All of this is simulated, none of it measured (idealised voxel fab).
A process module follows: voxel ribs on slabs.
Cross-section cut spans 280 nm and uses square cells 5 nm in size.
A cross-section is written here as square cells arranged in a grid, and it is given in bands from the top down, each band taking up one or more rows of cells. Band: top height; bottom height; in nm. Then, left to right: material with width in nm, for each material. "edge to edge": a single material spanning edge to edge. "blank": empty space. It should be noted that heights are counted from 0, beneath which the wafer as supplied is of one material throughout, and that the lowest band possesses no lower boundary but continues downward, as written in "0 down". Think of "30 to 40" as a width that walks from the first number to the second as you go down the band, top row to bottom row, taking equal-sized steps from row to row. Step note "no modification" = no cross-section cell changed. Closed empty spaces (no open way to the top) of 8 cells or more are what "Trapped cavities" lists, each as width x height at distance from the left edge, nm for all three. If you see something after the settings on a step's line, that's the simulator's own remark about that step. The optional step-line setting "overlay nm" applies to steps with a mask and quantifies how far to the right of its planned location the mask lay, a negative value indicating leftward placement.

## These are the steps we planned for the process
1) RECEIVE: material Si
2) DIRECTIONAL_DEP: material SiO2, thk nm 25
3) DIRECTIONAL_DEP: material polySi, thk nm 15
4) DIRECTIONAL_DEP: material aC, thk nm 10
5) PATTERN: tone cover, mask id RIB, material resist, width nm 15, thk nm 30, overlay nm 0
6) DIRECTIONAL_ETCH: etch materials aC, depth nm 10
7) STRIP: etch materials resist
8) DIRECTIONAL_ETCH: etch materials polySi, depth nm 10
9) STRIP: etch materials aC
10) DIRECTIONAL_DEP: material aC, thk nm 15
11) PATTERN: tone cover, mask id SLAB, material resist, width nm 55, thk nm 35, overlay nm 0
12) DIRECTIONAL_ETCH: etch materials aC, depth nm 15
13) STRIP: etch materials resist
14) DIRECTIONAL_ETCH: etch materials polySi, depth nm 5
15) STRIP: etch materials aC
16) FILL_DEP: material SiO2, thk nm 20
17) CMP: height nm 50
18) DIRECTIONAL_DEP: material TiN, thk nm 5
19) DIRECTIONAL_DEP: material aC, thk nm 15
20) PATTERN: tone cover, mask id HEATER, material resist, width nm 25, thk nm 35, overlay nm 0
21) DIRECTIONAL_ETCH: etch materials aC, depth nm 15
22) STRIP: etch materials resist
23) DIRECTIONAL_ETCH: etch materials TiN, depth nm 5
24) STRIP: etch materials aC
25) CONFORMAL_DEP: material SiO2, thk nm 10

## Cross-sectional view of the wafer in its as-received condition, corresponding to the state after step 1
0 down = Si edge to edge
Trapped cavities: none

## Starting structure and process plan are as shown above, but one mistake was made in running the module; the wafer cross-section at the end of the module follows
65 to 60 = blank 115  SiO2 45  blank 120
60 to 55 = SiO2 edge to edge
55 to 50 = SiO2 125  TiN 25  SiO2 130
50 to 40 = SiO2 edge to edge
40 to 30 = SiO2 135  polySi 15  SiO2 130
30 to 25 = SiO2 110  polySi 55  SiO2 115
25 to 0 = SiO2 edge to edge
0 down = Si edge to edge
Trapped cavities: none
Nonconformance to the process plan: step 5, actual vs plan mismatch, actual run PATTERN: tone cover, mask id RIB, material resist, width nm 15, thk nm 30, overlay nm 5
